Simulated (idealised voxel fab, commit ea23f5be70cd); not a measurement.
voxel capacitor over wiring: a process module
In the cross-section labelled cut, the width is 225 nm and each square cell is 5 nm.
This document writes a cross-section as a grid whose cells are square, and gives it as bands, listed from the top down; one or more rows of cells form a band. Per band: top height and bottom height in nm, followed by the left-to-right materials and their widths in nm; "full width" marks a single material spanning edge to edge, "blank" marks empty space. Heights are measured from 0, the level below which the as-received wafer is all one material; the lowest band has no bottom and continues downward, written as in "top 0, no bottom". It should be noted that a width expressed as "30..40" varies in equal increments from row to row of cells within the band, taking the value of the first number at the top row and that of the second number at the bottom row. Where the words "nothing altered" appear for a step, the cross-section shows no cell changed by that step; every cell remained as before. "Voids lacking openings": sealed empty spaces, 8 cells or more, no open way to top, listed width x height at distance, with distance from the left edge and width, height and distance in nm. Whatever follows a step's settings on its line is a remark the simulator itself makes about that step. A step line may carry the setting "overlay nm", which, for steps involving a mask, states the distance by which the mask lay to the right of its intended position; negative values denote displacement to the left.

The following list gives the planned process steps:
step 1: RECEIVE,material Si
step 2: CONFORMAL_DEP,material SiO2,thk nm 10
step 3: DIRECTIONAL_DEP,material TiN,thk nm 5
step 4: DIRECTIONAL_DEP,material Ru,thk nm 20
step 5: PATTERN,tone cover,mask id METAL_1,material resist,width nm 25,pitch nm 85,thk nm 15,overlay nm 0
step 6: DIRECTIONAL_ETCH,etch materials Ru,depth nm 20
step 7: DIRECTIONAL_ETCH,etch materials TiN,depth nm 5
step 8: STRIP,etch materials resist
step 9: CONFORMAL_DEP,material SiN,thk nm 5
step 10: FILL_DEP,material SiO2,thk nm 5
step 11: CMP,height nm 35
step 12: CONFORMAL_DEP,material SiCN,thk nm 5
step 13: DIRECTIONAL_DEP,material lowk,thk nm 20
step 14: DIRECTIONAL_DEP,material aC,thk nm 15
step 15: PATTERN,tone open,mask id PLUG_1,material resist,width nm 15,thk nm 30,overlay nm 0
step 16: DIRECTIONAL_ETCH,etch materials aC,depth nm 15
step 17: STRIP,etch materials resist
step 18: DIRECTIONAL_ETCH,etch materials lowk,depth nm 20
step 19: DIRECTIONAL_ETCH,etch materials SiCN,depth nm 5
step 20: STRIP,etch materials aC
step 21: CONFORMAL_DEP,material TiN,thk nm 5
step 22: FILL_DEP,material W,thk nm 5
step 23: CMP,height nm 60
step 24: DIRECTIONAL_DEP,material TiN,thk nm 10
step 25: DIRECTIONAL_DEP,material SiN,thk nm 5
step 26: DIRECTIONAL_DEP,material TiN,thk nm 10
step 27: MASKED_ETCH,tone cover,mask id UPPER_PLATE,width nm 65,etch materials TiN,depth nm 10,overlay nm 0
step 28: MASKED_ETCH,tone cover,mask id UPPER_PLATE,width nm 65,etch materials SiN,depth nm 5,overlay nm 0
step 29: DIRECTIONAL_DEP,material aC,thk nm 15
step 30: PATTERN,tone cover,mask id LOWER_PLATE,material resist,width nm 75,thk nm 30,overlay nm 0
step 31: DIRECTIONAL_ETCH,etch materials aC,depth nm 15
step 32: STRIP,etch materials resist
step 33: DIRECTIONAL_ETCH,etch materials TiN,depth nm 10
step 34: STRIP,etch materials aC
step 35: FILL_DEP,material SiO2,thk nm 15
step 36: CMP,height nm 95
step 37: PATTERN,tone open,mask id PLUG_2,material resist,width nm 15,thk nm 15,overlay nm 0
step 38: DIRECTIONAL_ETCH,etch materials SiO2,depth nm 10
step 39: STRIP,etch materials resist
step 40: CONFORMAL_DEP,material TiN,thk nm 5
step 41: FILL_DEP,material Cu,thk nm 10
step 42: CMP,height nm 95
step 43: CONFORMAL_DEP,material SiCN,thk nm 5

First of two wafers, processed according to plan:

Wafer at receipt (post step 1), cross-section:
- top 0, no bottom  Si full width
- Voids lacking openings: none

Cross-section: wafer state after step 2:
- top 10, bottom 0  SiO2 full width
- Note: structure below 0 unchanged.

Cross-section: wafer state after step 3:
- top 15, bottom 10  TiN full width
- Note: structure below 10 unchanged.

Cross-section: wafer state after step 4:
- top 35, bottom 15  Ru full width
- Note: structure below 15 unchanged.

Cross-section: wafer state after step 5:
- top 50, bottom 35  blank=55 | resist=25 | blank=60 | resist=25 | blank=60
- Note: structure below 35 unchanged.

Cross-section: wafer state after step 6:
- top 50, bottom 35  blank=55 | resist=25 | blank=60 | resist=25 | blank=60
- top 35, bottom 15  blank=55 | Ru=25 | blank=60 | Ru=25 | blank=60
- Note: structure below 15 unchanged.

Cross-section: wafer state after step 7:
- top 50, bottom 35  blank=55 | resist=25 | blank=60 | resist=25 | blank=60
- top 35, bottom 15  blank=55 | Ru=25 | blank=60 | Ru=25 | blank=60
- top 15, bottom 10  blank=55 | TiN=25 | blank=60 | TiN=25 | blank=60
- Note: structure below 10 unchanged.

Cross-section: wafer state after step 8:
- top 35, bottom 15  blank=55 | Ru=25 | blank=60 | Ru=25 | blank=60
- Note: structure below 15 unchanged.

Cross-section: wafer state after step 9:
- top 40, bottom 35  blank=50 | SiN=35 | blank=50 | SiN=35 | blank=55
- top 35, bottom 15  blank=50 | SiN=5 | Ru=25 | SiN=5 | blank=50 | SiN=5 | Ru=25 | SiN=5 | blank=55
- top 15, bottom 10  SiN=55 | TiN=25 | SiN=60 | TiN=25 | SiN=60
- Note: structure below 10 unchanged.

Cross-section: wafer state after step 10:
- top 45, bottom 40  SiO2 full width
- top 40, bottom 35  SiO2=50 | SiN=35 | SiO2=50 | SiN=35 | SiO2=55
- top 35, bottom 15  SiO2=50 | SiN=5 | Ru=25 | SiN=5 | SiO2=50 | SiN=5 | Ru=25 | SiN=5 | SiO2=55
- Note: structure below 15 unchanged.

Cross-section: wafer state after step 11:
- top 35, bottom 15  SiO2=50 | SiN=5 | Ru=25 | SiN=5 | SiO2=50 | SiN=5 | Ru=25 | SiN=5 | SiO2=55
- Note: structure below 15 unchanged.

Cross-section: wafer state after step 12:
- top 40, bottom 35  SiCN full width
- Note: structure below 35 unchanged.

Cross-section: wafer state after step 13:
- top 60, bottom 40  lowk full width
- Note: structure below 40 unchanged.

Cross-section: wafer state after step 14:
- top 75, bottom 60  aC full width
- Note: structure below 60 unchanged.

Cross-section: wafer state after step 15:
- top 105, bottom 75  resist=65 | blank=15 | resist=145
- Note: structure below 75 unchanged.

Cross-section: wafer state after step 16:
- top 90, bottom 75  resist=65 | blank=15 | resist=145
- top 75, bottom 60  aC=65 | blank=15 | aC=145
- Note: structure below 60 unchanged.

Cross-section: wafer state after step 17:
- top 75, bottom 60  aC=65 | blank=15 | aC=145
- Note: structure below 60 unchanged.

Cross-section: wafer state after step 18:
- top 75, bottom 60  aC=65 | blank=15 | aC=145
- top 60, bottom 40  lowk=65 | blank=15 | lowk=145
- Note: structure below 40 unchanged.

Cross-section: wafer state after step 19:
- top 75, bottom 60  aC=65 | blank=15 | aC=145
- top 60, bottom 40  lowk=65 | blank=15 | lowk=145
- top 40, bottom 35  SiCN=65 | blank=15 | SiCN=145
- Note: structure below 35 unchanged.

Cross-section: wafer state after step 20:
- top 60, bottom 40  lowk=65 | blank=15 | lowk=145
- Note: structure below 40 unchanged.

Cross-section: wafer state after step 21:
- top 65, bottom 60  TiN=70 | blank=5 | TiN=150
- top 60, bottom 40  lowk=65 | TiN=5 | blank=5 | TiN=5 | lowk=145
- top 40, bottom 35  SiCN=65 | TiN=15 | SiCN=145
- Note: structure below 35 unchanged.

Cross-section: wafer state after step 22:
- top 70, bottom 65  W full width
- top 65, bottom 60  TiN=70 | W=5 | TiN=150
- top 60, bottom 40  lowk=65 | TiN=5 | W=5 | TiN=5 | lowk=145
- Note: structure below 40 unchanged.

Cross-section: wafer state after step 23:
- top 60, bottom 40  lowk=65 | TiN=5 | W=5 | TiN=5 | lowk=145
- Note: structure below 40 unchanged.

Cross-section: wafer state after step 24:
- top 70, bottom 60  TiN full width
- Note: structure below 60 unchanged.

Cross-section: wafer state after step 25:
- top 75, bottom 70  SiN full width
- Note: structure below 70 unchanged.

Cross-section: wafer state after step 26:
- top 85, bottom 75  TiN full width
- Note: structure below 75 unchanged.

Cross-section: wafer state after step 27:
- top 85, bottom 75  blank=65 | TiN=65 | blank=95
- Note: structure below 75 unchanged.

Cross-section: wafer state after step 28:
- top 85, bottom 75  blank=65 | TiN=65 | blank=95
- top 75, bottom 70  blank=65 | SiN=65 | blank=95
- Note: structure below 70 unchanged.

Cross-section: wafer state after step 29:
- top 100, bottom 85  blank=65 | aC=65 | blank=95
- top 85, bottom 75  aC=65 | TiN=65 | aC=95
- top 75, bottom 70  aC=65 | SiN=65 | aC=95
- Note: structure below 70 unchanged.

Cross-section: wafer state after step 30:
- top 130, bottom 100  blank=60 | resist=75 | blank=90
- top 100, bottom 85  blank=60 | resist=5 | aC=65 | resist=5 | blank=90
- Note: structure below 85 unchanged.

Cross-section: wafer state after step 31:
- top 115, bottom 100  blank=60 | resist=75 | blank=90
- top 100, bottom 85  blank=60 | resist=5 | aC=65 | resist=5 | blank=90
- top 85, bottom 75  blank=60 | aC=5 | TiN=65 | aC=5 | blank=90
- top 75, bottom 70  blank=60 | aC=5 | SiN=65 | aC=5 | blank=90
- Note: structure below 70 unchanged.

Cross-section: wafer state after step 32:
- top 100, bottom 85  blank=65 | aC=65 | blank=95
- Note: structure below 85 unchanged.

Cross-section: wafer state after step 33:
- top 100, bottom 85  blank=65 | aC=65 | blank=95
- top 85, bottom 75  blank=60 | aC=5 | TiN=65 | aC=5 | blank=90
- top 75, bottom 70  blank=60 | aC=5 | SiN=65 | aC=5 | blank=90
- top 70, bottom 60  blank=60 | TiN=75 | blank=90
- Note: structure below 60 unchanged.

Cross-section: wafer state after step 34:
- top 85, bottom 75  blank=65 | TiN=65 | blank=95
- top 75, bottom 70  blank=65 | SiN=65 | blank=95
- Note: structure below 70 unchanged.

Cross-section: wafer state after step 35:
- top 100, bottom 85  SiO2 full width
- top 85, bottom 75  SiO2=65 | TiN=65 | SiO2=95
- top 75, bottom 70  SiO2=65 | SiN=65 | SiO2=95
- top 70, bottom 60  SiO2=60 | TiN=75 | SiO2=90
- Note: structure below 60 unchanged.

Cross-section: wafer state after step 36:
- top 95, bottom 85  SiO2 full width
- Note: structure below 85 unchanged.

Cross-section: wafer state after step 37:
- top 110, bottom 95  resist=75 | blank=15 | resist=135
- Note: structure below 95 unchanged.

Cross-section: wafer state after step 38:
- top 110, bottom 95  resist=75 | blank=15 | resist=135
- top 95, bottom 85  SiO2=75 | blank=15 | SiO2=135
- Note: structure below 85 unchanged.

Cross-section: wafer state after step 39:
- top 95, bottom 85  SiO2=75 | blank=15 | SiO2=135
- Note: structure below 85 unchanged.

Cross-section: wafer state after step 40:
- top 100, bottom 95  TiN=80 | blank=5 | TiN=140
- top 95, bottom 90  SiO2=75 | TiN=5 | blank=5 | TiN=5 | SiO2=135
- top 90, bottom 85  SiO2=75 | TiN=15 | SiO2=135
- Note: structure below 85 unchanged.

Cross-section: wafer state after step 41:
- top 110, bottom 100  Cu full width
- top 100, bottom 95  TiN=80 | Cu=5 | TiN=140
- top 95, bottom 90  SiO2=75 | TiN=5 | Cu=5 | TiN=5 | SiO2=135
- Note: structure below 90 unchanged.

Cross-section: wafer state after step 42:
- top 95, bottom 90  SiO2=75 | TiN=5 | Cu=5 | TiN=5 | SiO2=135
- Note: structure below 90 unchanged.

Cross-section: wafer state after step 43:
- top 100, bottom 95  SiCN full width
- Note: structure below 95 unchanged.

Wafer two of the pair: same origin, same plan, one error during the run; identical to wafer one up to and including step 1:

Cross-section, second wafer, at the end time the plan gives for step 2:
- top 10, bottom 0  W full width
- Note: structure below 0 unchanged.

Cross-section, second wafer, at the end time the plan gives for step 3:
- top 15, bottom 10  TiN full width
- Note: structure below 10 unchanged.

Cross-section, second wafer, at the end time the plan gives for step 4:
- top 35, bottom 15  Ru full width
- Note: structure below 15 unchanged.

Cross-section, second wafer, at the end time the plan gives for step 5:
- top 50, bottom 35  blank=55 | resist=25 | blank=60 | resist=25 | blank=60
- Note: structure below 35 unchanged.

Cross-section, second wafer, at the end time the plan gives for step 6:
- top 50, bottom 35  blank=55 | resist=25 | blank=60 | resist=25 | blank=60
- top 35, bottom 15  blank=55 | Ru=25 | blank=60 | Ru=25 | blank=60
- Note: structure below 15 unchanged.

Cross-section, second wafer, at the end time the plan gives for step 7:
- top 50, bottom 35  blank=55 | resist=25 | blank=60 | resist=25 | blank=60
- top 35, bottom 15  blank=55 | Ru=25 | blank=60 | Ru=25 | blank=60
- top 15, bottom 10  blank=55 | TiN=25 | blank=60 | TiN=25 | blank=60
- Note: structure below 10 unchanged.

Cross-section, second wafer, at the end time the plan gives for step 8:
- top 35, bottom 15  blank=55 | Ru=25 | blank=60 | Ru=25 | blank=60
- Note: structure below 15 unchanged.

Cross-section, second wafer, at the end time the plan gives for step 9:
- top 40, bottom 35  blank=50 | SiN=35 | blank=50 | SiN=35 | blank=55
- top 35, bottom 15  blank=50 | SiN=5 | Ru=25 | SiN=5 | blank=50 | SiN=5 | Ru=25 | SiN=5 | blank=55
- top 15, bottom 10  SiN=55 | TiN=25 | SiN=60 | TiN=25 | SiN=60
- Note: structure below 10 unchanged.

Cross-section, second wafer, at the end time the plan gives for step 10:
- top 45, bottom 40  SiO2 full width
- top 40, bottom 35  SiO2=50 | SiN=35 | SiO2=50 | SiN=35 | SiO2=55
- top 35, bottom 15  SiO2=50 | SiN=5 | Ru=25 | SiN=5 | SiO2=50 | SiN=5 | Ru=25 | SiN=5 | SiO2=55
- Note: structure below 15 unchanged.

Cross-section, second wafer, at the end time the plan gives for step 11:
- top 35, bottom 15  SiO2=50 | SiN=5 | Ru=25 | SiN=5 | SiO2=50 | SiN=5 | Ru=25 | SiN=5 | SiO2=55
- Note: structure below 15 unchanged.

Cross-section, second wafer, at the end time the plan gives for step 12:
- top 40, bottom 35  SiCN full width
- Note: structure below 35 unchanged.

Cross-section, second wafer, at the end time the plan gives for step 13:
- top 60, bottom 40  lowk full width
- Note: structure below 40 unchanged.

Cross-section, second wafer, at the end time the plan gives for step 14:
- top 75, bottom 60  aC full width
- Note: structure below 60 unchanged.

Cross-section, second wafer, at the end time the plan gives for step 15:
- top 105, bottom 75  resist=65 | blank=15 | resist=145
- Note: structure below 75 unchanged.

Cross-section, second wafer, at the end time the plan gives for step 16:
- top 90, bottom 75  resist=65 | blank=15 | resist=145
- top 75, bottom 60  aC=65 | blank=15 | aC=145
- Note: structure below 60 unchanged.

Cross-section, second wafer, at the end time the plan gives for step 17:
- top 75, bottom 60  aC=65 | blank=15 | aC=145
- Note: structure below 60 unchanged.

Cross-section, second wafer, at the end time the plan gives for step 18:
- top 75, bottom 60  aC=65 | blank=15 | aC=145
- top 60, bottom 40  lowk=65 | blank=15 | lowk=145
- Note: structure below 40 unchanged.

Cross-section, second wafer, at the end time the plan gives for step 19:
- top 75, bottom 60  aC=65 | blank=15 | aC=145
- top 60, bottom 40  lowk=65 | blank=15 | lowk=145
- top 40, bottom 35  SiCN=65 | blank=15 | SiCN=145
- Note: structure below 35 unchanged.

Cross-section, second wafer, at the end time the plan gives for step 20:
- top 60, bottom 40  lowk=65 | blank=15 | lowk=145
- Note: structure below 40 unchanged.

Cross-section, second wafer, at the end time the plan gives for step 21:
- top 65, bottom 60  TiN=70 | blank=5 | TiN=150
- top 60, bottom 40  lowk=65 | TiN=5 | blank=5 | TiN=5 | lowk=145
- top 40, bottom 35  SiCN=65 | TiN=15 | SiCN=145
- Note: structure below 35 unchanged.

Cross-section, second wafer, at the end time the plan gives for step 22:
- top 70, bottom 65  W full width
- top 65, bottom 60  TiN=70 | W=5 | TiN=150
- top 60, bottom 40  lowk=65 | TiN=5 | W=5 | TiN=5 | lowk=145
- Note: structure below 40 unchanged.

Cross-section, second wafer, at the end time the plan gives for step 23:
- top 60, bottom 40  lowk=65 | TiN=5 | W=5 | TiN=5 | lowk=145
- Note: structure below 40 unchanged.

Cross-section, second wafer, at the end time the plan gives for step 24:
- top 70, bottom 60  TiN full width
- Note: structure below 60 unchanged.

Cross-section, second wafer, at the end time the plan gives for step 25:
- top 75, bottom 70  SiN full width
- Note: structure below 70 unchanged.

Cross-section, second wafer, at the end time the plan gives for step 26:
- top 85, bottom 75  TiN full width
- Note: structure below 75 unchanged.

Cross-section, second wafer, at the end time the plan gives for step 27:
- top 85, bottom 75  blank=65 | TiN=65 | blank=95
- Note: structure below 75 unchanged.

Cross-section, second wafer, at the end time the plan gives for step 28:
- top 85, bottom 75  blank=65 | TiN=65 | blank=95
- top 75, bottom 70  blank=65 | SiN=65 | blank=95
- Note: structure below 70 unchanged.

Cross-section, second wafer, at the end time the plan gives for step 29:
- top 100, bottom 85  blank=65 | aC=65 | blank=95
- top 85, bottom 75  aC=65 | TiN=65 | aC=95
- top 75, bottom 70  aC=65 | SiN=65 | aC=95
- Note: structure below 70 unchanged.

Cross-section, second wafer, at the end time the plan gives for step 30:
- top 130, bottom 100  blank=60 | resist=75 | blank=90
- top 100, bottom 85  blank=60 | resist=5 | aC=65 | resist=5 | blank=90
- Note: structure below 85 unchanged.

Cross-section, second wafer, at the end time the plan gives for step 31:
- top 115, bottom 100  blank=60 | resist=75 | blank=90
- top 100, bottom 85  blank=60 | resist=5 | aC=65 | resist=5 | blank=90
- top 85, bottom 75  blank=60 | aC=5 | TiN=65 | aC=5 | blank=90
- top 75, bottom 70  blank=60 | aC=5 | SiN=65 | aC=5 | blank=90
- Note: structure below 70 unchanged.

Cross-section, second wafer, at the end time the plan gives for step 32:
- top 100, bottom 85  blank=65 | aC=65 | blank=95
- Note: structure below 85 unchanged.

Cross-section, second wafer, at the end time the plan gives for step 33:
- top 100, bottom 85  blank=65 | aC=65 | blank=95
- top 85, bottom 75  blank=60 | aC=5 | TiN=65 | aC=5 | blank=90
- top 75, bottom 70  blank=60 | aC=5 | SiN=65 | aC=5 | blank=90
- top 70, bottom 60  blank=60 | TiN=75 | blank=90
- Note: structure below 60 unchanged.

Cross-section, second wafer, at the end time the plan gives for step 34:
- top 85, bottom 75  blank=65 | TiN=65 | blank=95
- top 75, bottom 70  blank=65 | SiN=65 | blank=95
- Note: structure below 70 unchanged.

Cross-section, second wafer, at the end time the plan gives for step 35:
- top 100, bottom 85  SiO2 full width
- top 85, bottom 75  SiO2=65 | TiN=65 | SiO2=95
- top 75, bottom 70  SiO2=65 | SiN=65 | SiO2=95
- top 70, bottom 60  SiO2=60 | TiN=75 | SiO2=90
- Note: structure below 60 unchanged.

Cross-section, second wafer, at the end time the plan gives for step 36:
- top 95, bottom 85  SiO2 full width
- Note: structure below 85 unchanged.

Cross-section, second wafer, at the end time the plan gives for step 37:
- top 110, bottom 95  resist=75 | blank=15 | resist=135
- Note: structure below 95 unchanged.

Cross-section, second wafer, at the end time the plan gives for step 38:
- top 110, bottom 95  resist=75 | blank=15 | resist=135
- top 95, bottom 85  SiO2=75 | blank=15 | SiO2=135
- Note: structure below 85 unchanged.

Cross-section, second wafer, at the end time the plan gives for step 39:
- top 95, bottom 85  SiO2=75 | blank=15 | SiO2=135
- Note: structure below 85 unchanged.

Cross-section, second wafer, at the end time the plan gives for step 40:
- top 100, bottom 95  TiN=80 | blank=5 | TiN=140
- top 95, bottom 90  SiO2=75 | TiN=5 | blank=5 | TiN=5 | SiO2=135
- top 90, bottom 85  SiO2=75 | TiN=15 | SiO2=135
- Note: structure below 85 unchanged.

Cross-section, second wafer, at the end time the plan gives for step 41:
- top 110, bottom 100  Cu full width
- top 100, bottom 95  TiN=80 | Cu=5 | TiN=140
- top 95, bottom 90  SiO2=75 | TiN=5 | Cu=5 | TiN=5 | SiO2=135
- Note: structure below 90 unchanged.

Cross-section, second wafer, at the end time the plan gives for step 42:
- top 95, bottom 90  SiO2=75 | TiN=5 | Cu=5 | TiN=5 | SiO2=135
- Note: structure below 90 unchanged.

Cross-section, second wafer, at the end time the plan gives for step 43:
- top 100, bottom 95  SiCN full width
- Note: structure below 95 unchanged.
Deviation from plan: step 2 off recipe, ran as CONFORMAL_DEP,material W,thk nm 10
Final tally in cells, some materials are higher or lower on the second wafer than on the first: SiO2 -90 | W +90
